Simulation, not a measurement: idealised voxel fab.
Module name: voxel transistor to metal (process module)
Square cell edge 5 nm, section width 170 nm, ID cut.
Square cells in a grid make up a cross-section in this document, and the grid is given as bands, listed from the top down, each one or more rows of cells.
For a band, the entry starts with two heights in nm, that of the top and then that of the bottom, and carries on with the band's materials in order from left to right, each alongside its width in nm; the word "all across" beside a single material means it fills the band edge to edge, and "empty" means empty space.
Heights are reckoned from 0. Under this level, the received wafer is all of one material. The bottommost band is open-ended downward, for example "z 0 and below".
Top row gets the first number, bottom row gets the second, and each row in between changes by the same step: that is how a band width like "30->40" works.
Basically "nothing altered" means that step didn't change any cell in the cross-section.
This entry, "Unvented voids", enumerates those empty regions of no fewer than 8 cells that possess no open connection to the top. Each region is reported in the form width x height at distance, the distance being taken from the left edge, with all three quantities expressed in nm.
Note: text after step settings on the step line = simulator remark on that step.
overlay nm, on a step with a mask: how far to the right of its planned place the mask lay; to the left if negative

-- Set out below are the planned steps of the process
1: RECEIVE: material Si
2: OXIDIZE: depth nm 5
3: CONFORMAL_DEP: material SiN, thk nm 10
4: MASKED_ETCH: tone cover, mask id ACTIVE, width nm 125, etch materials SiN, depth nm 10, overlay nm 0
5: MASKED_ETCH: tone cover, mask id ACTIVE, width nm 125, etch materials SiO2, depth nm 5, overlay nm 0
6: MASKED_ETCH: tone cover, mask id ACTIVE, width nm 125, etch materials Si, depth nm 25, overlay nm 0
7: OXIDIZE: depth nm 5
8: FILL_DEP: material SiO2, thk nm 15
9: CMP: height nm 10
10: SELECTIVE_ETCH: etch materials SiO2, depth nm 5
11: STRIP: etch materials SiN
12: SELECTIVE_ETCH: etch materials SiO2, depth nm 5
13: OXIDIZE: depth nm 5
14: DIRECTIONAL_DEP: material polySi, thk nm 30
15: DIRECTIONAL_DEP: material SiCN, thk nm 10
16: MASKED_ETCH: tone cover, mask id GATE, width nm 25, etch materials SiCN, depth nm 20, overlay nm 0
17: MASKED_ETCH: tone cover, mask id GATE, width nm 25, etch materials polySi, depth nm 40, overlay nm 0
18: CONFORMAL_DEP: material SiO2, thk nm 5
19: DIRECTIONAL_ETCH: etch materials SiO2, depth nm 5
20: CONFORMAL_DEP: material SiN, thk nm 10
21: DIRECTIONAL_ETCH: etch materials SiN, depth nm 10
22: DIRECTIONAL_ETCH: etch materials SiO2, depth nm 5
23: DIRECTIONAL_ETCH: etch materials Si, depth nm 10
24: EPI: material pSi, thk nm 15
25: FILL_DEP: material SiO2, thk nm 5
26: CMP: height nm 35
27: DIRECTIONAL_DEP: material SiO2, thk nm 10
28: PATTERN: tone open, mask id CONTACT, material resist, width nm 35, pitch nm 70, thk nm 20, overlay nm 0
29: DIRECTIONAL_ETCH: etch materials SiO2, depth nm 40
30: STRIP: etch materials resist
31: CONFORMAL_DEP: material TiN, thk nm 5
32: FILL_DEP: material W, thk nm 10
33: CMP: height nm 45
34: CONFORMAL_DEP: material SiN, thk nm 5
35: DIRECTIONAL_DEP: material lowk, thk nm 25
36: DIRECTIONAL_DEP: material aC, thk nm 15
37: PATTERN: tone open, mask id METAL_1, material resist, width nm 20, pitch nm 85, thk nm 30, overlay nm 0
38: DIRECTIONAL_ETCH: etch materials aC, depth nm 15
39: STRIP: etch materials resist
40: DIRECTIONAL_ETCH: etch materials lowk, depth nm 25
41: DIRECTIONAL_ETCH: etch materials SiN, depth nm 5
42: STRIP: etch materials aC
43: CONFORMAL_DEP: material TiN, thk nm 5
44: FILL_DEP: material Ru, thk nm 5
45: CMP: height nm 75
46: CONFORMAL_DEP: material SiCN, thk nm 5
47: DIRECTIONAL_DEP: material lowk, thk nm 25
48: MASKED_ETCH: tone open, mask id METAL_2, width nm 20, pitch nm 85, etch materials lowk, depth nm 15, overlay nm 0
49: MASKED_ETCH: tone open, mask id METAL_2_HOLES, width nm 15, pitch nm 85, etch materials lowk, depth nm 10, overlay nm 0
50: MASKED_ETCH: tone open, mask id METAL_2_HOLES, width nm 15, pitch nm 85, etch materials SiCN, depth nm 5, overlay nm 0
51: CONFORMAL_DEP: material TiN, thk nm 5
52: FILL_DEP: material Cu, thk nm 10
53: CMP: height nm 105
54: CONFORMAL_DEP: material SiCN, thk nm 5

-- Wafer at receipt (post step 1), cross-section
- z 0 and below = Si all across
- Unvented voids: none

-- End-of-module cross-section. Starting structure and process plan as above; one mistake made in running it
- z 110 to 105 = SiCN all across
- z 105 to 95 = 30 of lowk  5 of TiN  10 of Cu  5 of TiN  65 of lowk  5 of TiN  10 of Cu  5 of TiN  35 of lowk
- z 95 to 90 = 30 of lowk  5 of TiN  5 of Cu  10 of TiN  65 of lowk  5 of TiN  5 of Cu  10 of TiN  35 of lowk
- z 90 to 80 = 30 of lowk  5 of TiN  5 of Cu  5 of TiN  70 of lowk  5 of TiN  5 of Cu  5 of TiN  40 of lowk
- z 80 to 75 = 30 of SiCN  15 of TiN  70 of SiCN  15 of TiN  40 of SiCN
- z 75 to 50 = 30 of lowk  5 of TiN  10 of Ru  5 of TiN  65 of lowk  5 of TiN  10 of Ru  5 of TiN  35 of lowk
- z 50 to 45 = 30 of SiN  20 of TiN  65 of SiN  20 of TiN  35 of SiN
- z 45 to 35 = lowk all across
- z 35 to 25 = 55 of SiO2  10 of SiN  5 of SiO2  25 of SiCN  5 of SiO2  10 of SiN  60 of SiO2
- z 25 to 5 = 55 of SiO2  10 of SiN  5 of SiO2  25 of polySi  5 of SiO2  10 of SiN  60 of SiO2
- z 5 to 0 = 25 of SiO2  30 of pSi  10 of SiN  5 of SiO2  25 of polySi  5 of SiO2  10 of SiN  30 of pSi  30 of SiO2
- z 0 to -5 = 20 of SiO2  10 of SiN  25 of pSi  10 of SiN  5 of SiO2  25 of polySi  5 of SiO2  10 of SiN  25 of pSi  10 of SiN  25 of SiO2
- z -5 to -10 = 30 of SiO2  25 of pSi  55 of SiO2  25 of pSi  35 of SiO2
- z -10 to -20 = 25 of SiO2  5 of Si  25 of pSi  55 of Si  25 of pSi  5 of Si  30 of SiO2
- z -20 to -35 = 25 of SiO2  115 of Si  30 of SiO2
- z -35 and below = Si all across
- Unvented voids: none
Heads up, the wafer didn't run the way we planned it: for step 27, the planned setting was not used; the step was instead run as DIRECTIONAL_DEP: material lowk, thk nm 10
